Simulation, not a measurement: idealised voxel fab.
The following is a process module called voxel fin reveal.
FYI the section here is cut, 300 nm wide, cells are 5 nm squares.
Square cells in a grid make up a cross-section in this document, and the grid is given as bands, listed from the top down, each one or more rows of cells. The entry gives the band's vertical extent as a top height and a bottom height in nm, then its horizontal make-up as materials from left to right, each with a width in nm. "blank" stands for empty space; a single material marked "full width" fills the band edge to edge. All heights in this document are referenced to 0, defined as the level beneath which the wafer, as received, consists entirely of one material. The lowest band is not bounded below; it extends indefinitely downward and is written in the form "0 nm and below". Read "30->40" as a graded width: first number on top, second number at the bottom, same change between each pair of neighbouring rows. Where the words "changes: none" appear for a step, the cross-section shows no cell changed by that step; every cell remained as before. Closed void catalog: empty space of 8 cells or more with no open way to the top, each as width x height at its distance from the left edge, in nm. Where a step's line continues beyond its settings, the continuation is a remark by the simulator itself on that step. overlay nm: where the mask lay relative to plan, measured to the right, on steps with a mask; negatives go left.
### Listed below are the process steps as planned
- 1: RECEIVE (material Si)
- 2: CONFORMAL_DEP (material SiN; thk nm 10)
- 3: PATTERN (tone cover; mask id FINS; material resist; width nm 15; pitch nm 35; thk nm 20; overlay nm 0)
- 4: DIRECTIONAL_ETCH (etch materials SiN; depth nm 10)
- 5: DIRECTIONAL_ETCH (etch materials Si; depth nm 35)
- 6: STRIP (etch materials resist)
- 7: OXIDIZE (depth nm 5)
- 8: FILL_DEP (material SiO2; thk nm 15)
- 9: CMP (height nm 10)
- 10: SELECTIVE_ETCH (etch materials SiO2; depth nm 25)
- 11: STRIP (etch materials SiN)
### first wafer, as planned
### Cross-section of the wafer at receipt, which is the condition after step 1
  0 nm and below  Si full width
  Closed void catalog: none
### Wafer section view after processing step 2
  10 nm to 0 nm  SiN full width
  Nothing below the height 0 has changed.
### Wafer section view after processing step 3
  30 nm to 10 nm  125 of blank / 15 of resist / 20 of blank / 15 of resist / 125 of blank
  Nothing below the height 10 has changed.
### Wafer section view after processing step 4
  30 nm to 10 nm  125 of blank / 15 of resist / 20 of blank / 15 of resist / 125 of blank
  10 nm to 0 nm  125 of blank / 15 of SiN / 20 of blank / 15 of SiN / 125 of blank
  Nothing below the height 0 has changed.
### Wafer section view after processing step 5
  30 nm to 10 nm  125 of blank / 15 of resist / 20 of blank / 15 of resist / 125 of blank
  10 nm to 0 nm  125 of blank / 15 of SiN / 20 of blank / 15 of SiN / 125 of blank
  0 nm to -35 nm  125 of blank / 15 of Si / 20 of blank / 15 of Si / 125 of blank
  Nothing below the height -35 has changed.
### Wafer section view after processing step 6
  10 nm to 0 nm  125 of blank / 15 of SiN / 20 of blank / 15 of SiN / 125 of blank
  Nothing below the height 0 has changed.
### Wafer section view after processing step 7
  10 nm to 0 nm  125 of blank / 15 of SiN / 20 of blank / 15 of SiN / 125 of blank
  0 nm to -35 nm  125 of blank / 5 of SiO2 / 5 of Si / 5 of SiO2 / 20 of blank / 5 of SiO2 / 5 of Si / 5 of SiO2 / 125 of blank
  -35 nm to -40 nm  130 of SiO2 / 5 of Si / 30 of SiO2 / 5 of Si / 130 of SiO2
  Nothing below the height -40 has changed.
### Wafer section view after processing step 8
  25 nm to 10 nm  SiO2 full width
  10 nm to 0 nm  125 of SiO2 / 15 of SiN / 20 of SiO2 / 15 of SiN / 125 of SiO2
  0 nm to -40 nm  130 of SiO2 / 5 of Si / 30 of SiO2 / 5 of Si / 130 of SiO2
  Nothing below the height -40 has changed.
### Wafer section view after processing step 9
  10 nm to 0 nm  125 of SiO2 / 15 of SiN / 20 of SiO2 / 15 of SiN / 125 of SiO2
  Nothing below the height 0 has changed.
### Wafer section view after processing step 10
  10 nm to 0 nm  125 of blank / 15 of SiN / 20 of blank / 15 of SiN / 125 of blank
  0 nm to -15 nm  130 of blank / 5 of Si / 30 of blank / 5 of Si / 130 of blank
  Nothing below the height -15 has changed.
### Wafer section view after processing step 11
  0 nm to -15 nm  130 of blank / 5 of Si / 30 of blank / 5 of Si / 130 of blank
  Nothing below the height -15 has changed.
### The remaining wafer, second of the two, started like the first and was run to the same plan, except that one mistake was made along the way; the two coincide through step 9, inclusive
### At the planned end of step 10, the second wafer in cross-section
  10 nm to 0 nm  125 of SiO2 / 15 of blank / 20 of SiO2 / 15 of blank / 125 of SiO2
  Nothing below the height 0 has changed.
### At the planned end of step 11, the second wafer in cross-section
  0 nm to -15 nm  130 of blank / 5 of Si / 30 of blank / 5 of Si / 130 of blank
  -15 nm to -25 nm  100 of SiO2 / 30 of blank / 5 of Si / 30 of blank / 5 of Si / 30 of blank / 100 of SiO2
  Nothing below the height -25 has changed.
Heads up, the wafer didn't run the way we planned it: transposition of steps 10 and 11 relative to the planned sequence
Final comparison by cell count, materials where the second wafer has more or fewer than the first: SiO2 -36
